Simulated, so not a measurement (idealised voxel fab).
Module name: voxel air gaps (process module)
Xsec cut, 215 nm wide, square cell size 5 nm.
For the purposes of this document, a cross-section shall be understood as a grid of square cells, specified as bands listed in top-to-bottom order, each band consisting of one or more rows of cells. Band: top height; bottom height; in nm. Then, left to right: material with width in nm, for each material. "throughout": a single material spanning edge to edge. "empty": empty space. Height 0 is the level under which the wafer as received is all one material. The lowest band goes on downwards, as in "0 -> down". Per-row width for "30..40": begins at first number (top row of band), ends at second number (bottom row), increment between rows held constant. A step reported as "no alterations made" is a step in which no cell of the cross-section changed. Entry "Enclosed voids" = empty spaces >= 8 cells with no open way to the top; each as width x height at distance, distance from left edge, all nm. On a step's line, text after the settings is the simulator commenting on that step. Each step line may optionally specify "overlay nm", which for a step with a mask gives the rightward distance between the mask's planned place and where it lay, a negative value indicating the leftward direction.

The planned process steps are enumerated hereunder
- 1: RECEIVE | material Si
- 2: CONFORMAL_DEP | material SiO2 | thk nm 10
- 3: CONFORMAL_DEP | material SiCN | thk nm 5
- 4: DIRECTIONAL_DEP | material lowk | thk nm 35
- 5: MASKED_ETCH | tone open | mask id LINES | width nm 20 | pitch nm 50 | etch materials lowk | depth nm 35 | overlay nm 0
- 6: CONFORMAL_DEP | material TiN | thk nm 5
- 7: FILL_DEP | material Ru | thk nm 10
- 8: CMP | height nm 50
- 9: EPI | material Ru | thk nm 10
- 10: SELECTIVE_ETCH | etch materials lowk | depth nm 45
- 11: CONFORMAL_DEP | material SiCN | thk nm 5

First out of two wafers; run went to plan

Cross-section of the incoming wafer, state after step 1
0 -> down = Si throughout
Enclosed voids: none

Step 2 done - wafer cross-section
10 -> 0 = SiO2 throughout
No changes below 0.

Step 3 done - wafer cross-section
15 -> 10 = SiCN throughout
No changes below 10.

Step 4 done - wafer cross-section
50 -> 15 = lowk throughout
No changes below 15.

Step 5 done - wafer cross-section
50 -> 15 = lowk 20 nm | empty 20 nm | lowk 30 nm | empty 20 nm | lowk 30 nm | empty 20 nm | lowk 30 nm | empty 20 nm | lowk 25 nm
No changes below 15.

Step 6 done - wafer cross-section
55 -> 50 = TiN 25 nm | empty 10 nm | TiN 40 nm | empty 10 nm | TiN 40 nm | empty 10 nm | TiN 40 nm | empty 10 nm | TiN 30 nm
50 -> 20 = lowk 20 nm | TiN 5 nm | empty 10 nm | TiN 5 nm | lowk 30 nm | TiN 5 nm | empty 10 nm | TiN 5 nm | lowk 30 nm | TiN 5 nm | empty 10 nm | TiN 5 nm | lowk 30 nm | TiN 5 nm | empty 10 nm | TiN 5 nm | lowk 25 nm
20 -> 15 = lowk 20 nm | TiN 20 nm | lowk 30 nm | TiN 20 nm | lowk 30 nm | TiN 20 nm | lowk 30 nm | TiN 20 nm | lowk 25 nm
No changes below 15.

Step 7 done - wafer cross-section
65 -> 55 = Ru throughout
55 -> 50 = TiN 25 nm | Ru 10 nm | TiN 40 nm | Ru 10 nm | TiN 40 nm | Ru 10 nm | TiN 40 nm | Ru 10 nm | TiN 30 nm
50 -> 20 = lowk 20 nm | TiN 5 nm | Ru 10 nm | TiN 5 nm | lowk 30 nm | TiN 5 nm | Ru 10 nm | TiN 5 nm | lowk 30 nm | TiN 5 nm | Ru 10 nm | TiN 5 nm | lowk 30 nm | TiN 5 nm | Ru 10 nm | TiN 5 nm | lowk 25 nm
No changes below 20.

Step 8 done - wafer cross-section
50 -> 20 = lowk 20 nm | TiN 5 nm | Ru 10 nm | TiN 5 nm | lowk 30 nm | TiN 5 nm | Ru 10 nm | TiN 5 nm | lowk 30 nm | TiN 5 nm | Ru 10 nm | TiN 5 nm | lowk 30 nm | TiN 5 nm | Ru 10 nm | TiN 5 nm | lowk 25 nm
No changes below 20.

Step 9 done - wafer cross-section
60 -> 50 = empty 10 nm | Ru 40 nm | empty 10 nm | Ru 40 nm | empty 10 nm | Ru 40 nm | empty 10 nm | Ru 40 nm | empty 15 nm
No changes below 50.

Step 10 done - wafer cross-section
60 -> 50 = empty 10 nm | Ru 40 nm | empty 10 nm | Ru 40 nm | empty 10 nm | Ru 40 nm | empty 10 nm | Ru 40 nm | empty 15 nm
50 -> 20 = empty 20 nm | TiN 5 nm | Ru 10 nm | TiN 5 nm | empty 30 nm | TiN 5 nm | Ru 10 nm | TiN 5 nm | empty 30 nm | TiN 5 nm | Ru 10 nm | TiN 5 nm | empty 30 nm | TiN 5 nm | Ru 10 nm | TiN 5 nm | empty 25 nm
20 -> 15 = empty 20 nm | TiN 20 nm | empty 30 nm | TiN 20 nm | empty 30 nm | TiN 20 nm | empty 30 nm | TiN 20 nm | empty 25 nm
No changes below 15.

Step 11 done - wafer cross-section
65 -> 60 = empty 5 nm | SiCN 200 nm | empty 10 nm
60 -> 50 = empty 5 nm | SiCN 5 nm | Ru 40 nm | SiCN 10 nm | Ru 40 nm | SiCN 10 nm | Ru 40 nm | SiCN 10 nm | Ru 40 nm | SiCN 5 nm | empty 10 nm
50 -> 45 = empty 5 nm | SiCN 15 nm | TiN 5 nm | Ru 10 nm | TiN 5 nm | SiCN 30 nm | TiN 5 nm | Ru 10 nm | TiN 5 nm | SiCN 30 nm | TiN 5 nm | Ru 10 nm | TiN 5 nm | SiCN 30 nm | TiN 5 nm | Ru 10 nm | TiN 5 nm | SiCN 15 nm | empty 10 nm
45 -> 20 = empty 15 nm | SiCN 5 nm | TiN 5 nm | Ru 10 nm | TiN 5 nm | SiCN 5 nm | empty 20 nm | SiCN 5 nm | TiN 5 nm | Ru 10 nm | TiN 5 nm | SiCN 5 nm | empty 20 nm | SiCN 5 nm | TiN 5 nm | Ru 10 nm | TiN 5 nm | SiCN 5 nm | empty 20 nm | SiCN 5 nm | TiN 5 nm | Ru 10 nm | TiN 5 nm | SiCN 5 nm | empty 20 nm
20 -> 15 = SiCN 20 nm | TiN 20 nm | SiCN 30 nm | TiN 20 nm | SiCN 30 nm | TiN 20 nm | SiCN 30 nm | TiN 20 nm | SiCN 25 nm
No changes below 15.
Enclosed voids: 20 x 25 at 45; 20 x 25 at 95; 20 x 25 at 145

Second wafer, same starting state and plan as the first, one mistake in the run, identical through step 8

The second wafer cut through, at the time step 9 was supposed to be finished
55 -> 50 = empty 15 nm | Ru 30 nm | empty 20 nm | Ru 30 nm | empty 20 nm | Ru 30 nm | empty 20 nm | Ru 30 nm | empty 20 nm
No changes below 50.

The second wafer cut through, at the time step 10 was supposed to be finished
55 -> 50 = empty 15 nm | Ru 30 nm | empty 20 nm | Ru 30 nm | empty 20 nm | Ru 30 nm | empty 20 nm | Ru 30 nm | empty 20 nm
50 -> 20 = empty 20 nm | TiN 5 nm | Ru 10 nm | TiN 5 nm | empty 30 nm | TiN 5 nm | Ru 10 nm | TiN 5 nm | empty 30 nm | TiN 5 nm | Ru 10 nm | TiN 5 nm | empty 30 nm | TiN 5 nm | Ru 10 nm | TiN 5 nm | empty 25 nm
20 -> 15 = empty 20 nm | TiN 20 nm | empty 30 nm | TiN 20 nm | empty 30 nm | TiN 20 nm | empty 30 nm | TiN 20 nm | empty 25 nm
No changes below 15.

The second wafer cut through, at the time step 11 was supposed to be finished
60 -> 55 = empty 10 nm | SiCN 40 nm | empty 10 nm | SiCN 40 nm | empty 10 nm | SiCN 40 nm | empty 10 nm | SiCN 40 nm | empty 15 nm
55 -> 50 = empty 10 nm | SiCN 5 nm | Ru 30 nm | SiCN 5 nm | empty 10 nm | SiCN 5 nm | Ru 30 nm | SiCN 5 nm | empty 10 nm | SiCN 5 nm | Ru 30 nm | SiCN 5 nm | empty 10 nm | SiCN 5 nm | Ru 30 nm | SiCN 5 nm | empty 15 nm
50 -> 45 = empty 10 nm | SiCN 10 nm | TiN 5 nm | Ru 10 nm | TiN 5 nm | SiCN 10 nm | empty 10 nm | SiCN 10 nm | TiN 5 nm | Ru 10 nm | TiN 5 nm | SiCN 10 nm | empty 10 nm | SiCN 10 nm | TiN 5 nm | Ru 10 nm | TiN 5 nm | SiCN 10 nm | empty 10 nm | SiCN 10 nm | TiN 5 nm | Ru 10 nm | TiN 5 nm | SiCN 10 nm | empty 15 nm
45 -> 20 = empty 15 nm | SiCN 5 nm | TiN 5 nm | Ru 10 nm | TiN 5 nm | SiCN 5 nm | empty 20 nm | SiCN 5 nm | TiN 5 nm | Ru 10 nm | TiN 5 nm | SiCN 5 nm | empty 20 nm | SiCN 5 nm | TiN 5 nm | Ru 10 nm | TiN 5 nm | SiCN 5 nm | empty 20 nm | SiCN 5 nm | TiN 5 nm | Ru 10 nm | TiN 5 nm | SiCN 5 nm | empty 20 nm
20 -> 15 = SiCN 20 nm | TiN 20 nm | SiCN 30 nm | TiN 20 nm | SiCN 30 nm | TiN 20 nm | SiCN 30 nm | TiN 20 nm | SiCN 25 nm
No changes below 15.
Finding, execution versus plan: note that step 9 departed from the planned setting and was carried out as EPI | material Ru | thk nm 5
It is noted that, at the conclusion of processing, the second wafer exhibits a higher or lower cell count for certain materials relative to the first: 40 fewer of Ru | 24 fewer of SiCN
Final observation: first wafer, 3 closed voids; second wafer, 0 closed voids.
